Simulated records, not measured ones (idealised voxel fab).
The document below concerns the process module designated voxel lift off.
Cross-sectional view cut (width: 160 nm; square cell size: 5 nm).
A cross-section in this document is a grid of square cells, and it is written down as bands, the top band listed before the ones below it; a band is made up of one or more rows of cells.
Band entry format. Leading values: height of top, height of bottom, nm. Remainder: materials in left-to-right order, each with its width in nm. Special words: "all across" on a single material, which then fills the band edge to edge; "empty", empty space.
Measure heights from 0. That's the level where, below it, the as-received wafer is all one material. The lowest band is bottomless and extends downward; write it as in "0 -> down".
With a width like "30..40", each row of cells in the band differs from the next by the same amount, the top row carrying the first number and the bottom row the second.
What does "nothing was modified" mean for a step? It means no cell of the cross-section changed in that step.
Listed in "Enclosed cavities": every empty space of 8 or more cells without an open way to the top. Form: width x height at distance, the distance being from the left edge, all in nm.
Read whatever lies past the settings on a step's line as the simulator's own remark about the step.
overlay nm: right-of-plan distance of the mask on a masked step; negative values mean left-of-plan.

# Steps in the process plan
1 RECEIVE: material Si
2 CONFORMAL_DEP: material SiO2, thk nm 5
3 PATTERN: tone open, mask id LINES, material resist, width nm 15, pitch nm 30, thk nm 20, overlay nm 0
4 DIRECTIONAL_DEP: material Ru, thk nm 10
5 STRIP: etch materials resist
6 CONFORMAL_DEP: material SiO2, thk nm 10

# Incoming wafer, cross-sectional view, post step 1
  0 -> down = Si all across
  Enclosed cavities: none

# Cross-section, first of two wafers, end of module, run as planned
  25 -> 15 = empty 45 nm, SiO2 65 nm, empty 50 nm
  15 -> 5 = SiO2 55 nm, Ru 15 nm, SiO2 15 nm, Ru 15 nm, SiO2 60 nm
  5 -> 0 = SiO2 all across
  0 -> down = Si all across
  Enclosed cavities: none

# Module end: cross-section of wafer two of two. Same start and process plan as the first wafer. One mistake during execution
  25 -> 15 = empty 35 nm, SiO2 65 nm, empty 60 nm
  15 -> 5 = SiO2 45 nm, Ru 15 nm, SiO2 15 nm, Ru 15 nm, SiO2 70 nm
  5 -> 0 = SiO2 all across
  0 -> down = Si all across
  Enclosed cavities: none
Finding, execution versus plan: step 3 was not run as planned; what actually ran was PATTERN: tone open, mask id LINES, material resist, width nm 15, pitch nm 30, thk nm 20, overlay nm -10
Heads up: at the end the two wafers have identical cell counts per material, they're just laid out differently.
